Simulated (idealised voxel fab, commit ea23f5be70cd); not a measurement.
process module | voxel gate over fins
cross-section cut | 250 nm wide | cells 5 nm
A cross-section is a grid of square cells, given in bands from the top down. A band is one or more rows of cells.
Each band's line starts with the height of the band's top and of its bottom, in nm. Then come its materials from left to right, each with its width in nm. One material with "throughout" fills the band from edge to edge. "air" is empty space.
Height 0 is the level under which the wafer as received is all one material. The lowest band goes on downwards, as in "0 down".
A width such as "30 to 40" changes by the same amount from each row of cells to the next, from the band's top row to its bottom row.
"no change" after a step means that no cell of the cross-section changed.
closed voids: empty space of 8 cells or more with no open way to the top, each as width x height at its distance from the left edge, in nm
after a step's settings: what the simulator itself notes on the step
overlay nm, on a step with a mask: how far to the right of its planned place the mask lay; to the left if negative
plan
1 op RECEIVE | material Si
2 op CONFORMAL_DEP | material SiN | thk nm 5
3 op PATTERN | tone cover | mask id FINS | material resist | width nm 15 | pitch nm 35 | thk nm 15 | overlay nm 0
4 op DIRECTIONAL_ETCH | etch materials SiN | depth nm 5
5 op DIRECTIONAL_ETCH | etch materials Si | depth nm 40
6 op STRIP | etch materials resist
7 op FILL_DEP | material SiO2 | thk nm 15
8 op CMP | height nm 5
9 op SELECTIVE_ETCH | etch materials SiO2 | depth nm 15
10 op STRIP | etch materials SiN
11 op CONFORMAL_DEP | material HfO2 | thk nm 5
12 op CONFORMAL_DEP | material TiN | thk nm 5
13 op FILL_DEP | material W | thk nm 10
14 op CMP | height nm 15
15 op CONFORMAL_DEP | material SiCN | thk nm 5
as received, after step 1
  0 down: Si throughout
  closed voids: none
a wafer at the end: this start, this plan, one mistake
  20 to 15: SiCN throughout
  15 to 10: W throughout
  10 to 0: W 70 | TiN 105 | W 75
  0 to -10: TiN 80 | Si 15 | TiN 20 | Si 15 | TiN 20 | Si 15 | TiN 85
  -10 to -40: SiO2 80 | Si 15 | SiO2 20 | Si 15 | SiO2 20 | Si 15 | SiO2 85
  -40 down: Si throughout
  closed voids: none
what went wrong: step 11 ran as: op CONFORMAL_DEP | material TiN | thk nm 5
